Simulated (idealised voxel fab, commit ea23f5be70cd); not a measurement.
Process module under the name voxel air gaps
Section cut is 260 nm wide and gridded with 5 nm square cells.
Format of a cross-section: grid, square cells. Given as bands. Order: top down. Band: one or more rows of cells.
Heights first: top, then bottom, in nm. Then materials, left to right, each with a width in nm. "all across" on a single material: fills the band edge to edge. "air": empty space.
For the purposes of this specification, 0 denotes the height below which the wafer in its as-received condition is composed wholly of one material, and the lowermost band, lacking a lower limit, extends downward without end, as expressed in "from 0 down".
Width spec "30 to 40" -> top row of cells at first value, bottom row at second value, equal per-row change in between.
Step note "remained unchanged" = no cross-section cell changed.
The label "Enclosed cavity list" introduces a list of the empty spaces, 8 cells or larger, that have no open way up to the top; each entry in it reads width x height at distance, where the distance is taken from the left edge and all three are stated in nm.
Post-settings text on a step line: simulator's own remark regarding the step.
overlay nm: mask offset rightward from planned place, masked step; negative means leftward offset.

[Steps in the process plan]
1. RECEIVE,material Si
2. CONFORMAL_DEP,material SiO2,thk nm 15
3. CONFORMAL_DEP,material SiCN,thk nm 5
4. DIRECTIONAL_DEP,material SiO2,thk nm 40
5. PATTERN,tone open,mask id LINES,material resist,width nm 20,pitch nm 45,thk nm 20,overlay nm 0
6. DIRECTIONAL_ETCH,etch materials SiO2,depth nm 40
7. STRIP,etch materials resist
8. CONFORMAL_DEP,material TiN,thk nm 5
9. FILL_DEP,material Ru,thk nm 5
10. CMP,height nm 60
11. EPI,material Ru,thk nm 10
12. SELECTIVE_ETCH,etch materials SiO2,depth nm 50
13. CONFORMAL_DEP,material SiCN,thk nm 5

[The cross-section here shows the wafer as received, i.e. in its state after step 1]
	from 0 down: Si all across
	Enclosed cavity list: none

[Result of the module, cross-sectioned: start per above, plan per above, one error in how it was run]
	from 85 to 70: air 25 nm  SiCN 205 nm  air 30 nm
	from 70 to 60: air 25 nm  SiCN 15 nm  Ru 40 nm  SiCN 5 nm  Ru 40 nm  SiCN 5 nm  Ru 40 nm  SiCN 5 nm  Ru 40 nm  SiCN 15 nm  air 30 nm
	from 60 to 55: air 25 nm  SiCN 25 nm  TiN 5 nm  Ru 10 nm  TiN 5 nm  SiCN 25 nm  TiN 5 nm  Ru 10 nm  TiN 5 nm  SiCN 25 nm  TiN 5 nm  Ru 10 nm  TiN 5 nm  SiCN 25 nm  TiN 5 nm  Ru 10 nm  TiN 5 nm  SiCN 25 nm  air 30 nm
	from 55 to 45: air 25 nm  SiCN 25 nm  TiN 5 nm  Ru 10 nm  TiN 5 nm  SiCN 5 nm  air 15 nm  SiCN 5 nm  TiN 5 nm  Ru 10 nm  TiN 5 nm  SiCN 5 nm  air 15 nm  SiCN 5 nm  TiN 5 nm  Ru 10 nm  TiN 5 nm  SiCN 5 nm  air 15 nm  SiCN 5 nm  TiN 5 nm  Ru 10 nm  TiN 5 nm  SiCN 25 nm  air 30 nm
	from 45 to 35: air 35 nm  SiCN 15 nm  TiN 5 nm  Ru 10 nm  TiN 5 nm  SiCN 5 nm  air 15 nm  SiCN 5 nm  TiN 5 nm  Ru 10 nm  TiN 5 nm  SiCN 5 nm  air 15 nm  SiCN 5 nm  TiN 5 nm  Ru 10 nm  TiN 5 nm  SiCN 5 nm  air 15 nm  SiCN 5 nm  TiN 5 nm  Ru 10 nm  TiN 5 nm  SiCN 15 nm  air 40 nm
	from 35 to 25: SiCN 50 nm  TiN 5 nm  Ru 10 nm  TiN 5 nm  SiCN 5 nm  air 15 nm  SiCN 5 nm  TiN 5 nm  Ru 10 nm  TiN 5 nm  SiCN 5 nm  air 15 nm  SiCN 5 nm  TiN 5 nm  Ru 10 nm  TiN 5 nm  SiCN 5 nm  air 15 nm  SiCN 5 nm  TiN 5 nm  Ru 10 nm  TiN 5 nm  SiCN 55 nm
	from 25 to 20: SiCN 50 nm  TiN 20 nm  SiCN 25 nm  TiN 20 nm  SiCN 25 nm  TiN 20 nm  SiCN 25 nm  TiN 20 nm  SiCN 55 nm
	from 20 to 15: SiCN all across
	from 15 to 0: SiO2 all across
	from 0 down: Si all across
	Enclosed cavity list: 15 x 30 at 75; 15 x 30 at 120; 15 x 30 at 165
Want to know what went wrong? so step 13 ended up running with a different setting than we planned, it ran as CONFORMAL_DEP,material SiCN,thk nm 15
